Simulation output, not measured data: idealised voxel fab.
Module name: voxel ribs on slabs (process module)
It is cross-section cut that appears here, measuring 220 nm in width, its square cells being 5 nm in size.
Cross-section format: a grid of square cells, given as bands from top to bottom; each band is one or more rows of cells. In this notation a band is specified by the heights of its top and bottom, in that order and in nm, after which its materials appear from left to right, each paired with its width in nm. The word "all across" attached to a single material means that material fills the band from edge to edge; the word "air" stands for empty space. Below 0: as-received wafer, all one material; heights counted from there. Lowest band: no bottom, goes on down, written "0..down". With a width like "30 to 40", each row of cells in the band differs from the next by the same amount, the top row carrying the first number and the bottom row the second. "no alteration" for a step: no cell of the cross-section changed in that step. "Unvented voids" specifies each empty space that is not open to the top and that occupies no fewer than 8 cells, using the form width x height at distance, the distance measured from the left edge and all three quantities in nm. Post-settings text on a step line: simulator's own remark regarding the step. overlay nm: how far to the right of its planned place the mask lay on this masked step (negative: to the left).
[Process steps foreseen in the plan]
| 1 | RECEIVE (material Si) |
| 2 | DIRECTIONAL_DEP (material SiO2; thk nm 20) |
| 3 | DIRECTIONAL_DEP (material SiN; thk nm 15) |
| 4 | PATTERN (tone cover; mask id RIB; material resist; width nm 20; thk nm 15; overlay nm 0) |
| 5 | DIRECTIONAL_ETCH (etch materials SiN; depth nm 10) |
| 6 | STRIP (etch materials resist) |
| 7 | PATTERN (tone cover; mask id SLAB; material resist; width nm 60; thk nm 20; overlay nm 0) |
| 8 | DIRECTIONAL_ETCH (etch materials SiN; depth nm 5) |
| 9 | STRIP (etch materials resist) |
| 10 | FILL_DEP (material SiO2; thk nm 20) |
| 11 | CMP (height nm 45) |
| 12 | DIRECTIONAL_DEP (material W; thk nm 5) |
| 13 | PATTERN (tone cover; mask id HEATER; material resist; width nm 30; thk nm 20; overlay nm 0) |
| 14 | DIRECTIONAL_ETCH (etch materials W; depth nm 5) |
| 15 | STRIP (etch materials resist) |
| 16 | CONFORMAL_DEP (material SiN; thk nm 10) |
[Received-state cross-section, reflecting completion of step 1]
- 0..down = Si all across
- Unvented voids: none
[Cross-sectional image of the first of two wafers at the end of the module, the run having proceeded as planned]
- 60..55 = air: 85 | SiN: 50 | air: 85
- 55..50 = SiN all across
- 50..45 = SiN: 95 | W: 30 | SiN: 95
- 45..35 = SiO2 all across
- 35..25 = SiO2: 100 | SiN: 20 | SiO2: 100
- 25..20 = SiO2: 80 | SiN: 60 | SiO2: 80
- 20..0 = SiO2 all across
- 0..down = Si all across
- Unvented voids: none
[Same start, same plan as the first wafer - but one mistake in the run. Cross-section of the second of the two at the end of the module]
- 60..55 = air: 85 | SiN: 55 | air: 80
- 55..50 = SiN all across
- 50..45 = SiN: 95 | W: 35 | SiN: 90
- 45..35 = SiO2 all across
- 35..25 = SiO2: 100 | SiN: 20 | SiO2: 100
- 25..20 = SiO2: 80 | SiN: 60 | SiO2: 80
- 20..0 = SiO2 all across
- 0..down = Si all across
- Unvented voids: none
Deviation noted in wafer processing: note that step 13 departed from the planned setting and was carried out as PATTERN (tone cover; mask id HEATER; material resist; width nm 35; thk nm 20; overlay nm 0)
Counted in cells at the end, the second wafer holds more or fewer of these materials than the first: 1 more of W
